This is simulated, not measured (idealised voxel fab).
process module | voxel gate over fins
This is section cut - it's 280 nm across, gridded in 5 nm square cells.
This document writes a cross-section as a grid whose cells are square, and gives it as bands, listed from the top down; one or more rows of cells form a band. Each band's line starts with the height of the band's top and of its bottom, in nm. Then come its materials from left to right, each with its width in nm. One material with "all across" fills the band from edge to edge. "blank" is empty space. Zero point of the height axis is 0; under it, received wafer = one material. Lowest band: continues down indefinitely, "from 0 down". Graded width ("30->40"): value in top row of band = first number; value in bottom row = second number; row-to-row change constant. "no modifications" -> step changed no cross-section cell. Any empty space of 8 cells or more lacking an open way to the top shows up in "Closed cavity list" as width x height at distance, distance from the left edge, in nm. On each step's line, the part that comes after the settings is the simulator's own comment on the step. When a step includes a mask, the "overlay nm" setting on its line states how far to the right of its planned place that mask lay, and negative values state how far to the left.

# So here's the lineup of process steps we planned
- 1: RECEIVE | material Si
- 2: CONFORMAL_DEP | material SiN | thk nm 10
- 3: PATTERN | tone cover | mask id FINS | material resist | width nm 15 | pitch nm 40 | thk nm 20 | overlay nm 0
- 4: DIRECTIONAL_ETCH | etch materials SiN | depth nm 10
- 5: DIRECTIONAL_ETCH | etch materials Si | depth nm 40
- 6: STRIP | etch materials resist
- 7: FILL_DEP | material SiO2 | thk nm 15
- 8: CMP | height nm 10
- 9: SELECTIVE_ETCH | etch materials SiO2 | depth nm 20
- 10: STRIP | etch materials SiN
- 11: CONFORMAL_DEP | material HfO2 | thk nm 5
- 12: CONFORMAL_DEP | material TiN | thk nm 5
- 13: FILL_DEP | material W | thk nm 10
- 14: CMP | height nm 15
- 15: CONFORMAL_DEP | material SiCN | thk nm 10

# As-received wafer cross-section (after step 1)
> from 0 down = Si all across
> Closed cavity list: none

# The first of the two wafers as seen in cross-section once the module was finished; processing followed the plan
> from 25 to 15 = SiCN all across
> from 15 to 10 = W all across
> from 10 to 5 = W (100); TiN (35); W (5); TiN (35); W (105)
> from 5 to 0 = W (100); TiN (5); HfO2 (25); TiN (5); W (5); TiN (5); HfO2 (25); TiN (5); W (105)
> from 0 to -5 = TiN (105); HfO2 (5); Si (15); HfO2 (5); TiN (15); HfO2 (5); Si (15); HfO2 (5); TiN (110)
> from -5 to -10 = HfO2 (110); Si (15); HfO2 (25); Si (15); HfO2 (115)
> from -10 to -40 = SiO2 (110); Si (15); SiO2 (25); Si (15); SiO2 (115)
> from -40 down = Si all across
> Closed cavity list: none

# Cross-section, second wafer: same start as the first, same plan as the first, one mistake in running it; taken at the end of the module
> from 15 to 5 = SiCN all across
> from 5 to 0 = W (100); TiN (5); HfO2 (25); TiN (5); W (5); TiN (5); HfO2 (25); TiN (5); W (105)
> from 0 to -5 = TiN (105); HfO2 (5); Si (15); HfO2 (5); TiN (15); HfO2 (5); Si (15); HfO2 (5); TiN (110)
> from -5 to -10 = HfO2 (110); Si (15); HfO2 (25); Si (15); HfO2 (115)
> from -10 to -40 = SiO2 (110); Si (15); SiO2 (25); Si (15); SiO2 (115)
> from -40 down = Si all across
> Closed cavity list: none
what went wrong: step 14: run off-plan, actual operation and settings CMP | height nm 5
End check, counted in cells, second wafer has more or fewer of these materials than the first: TiN -14 | W -98
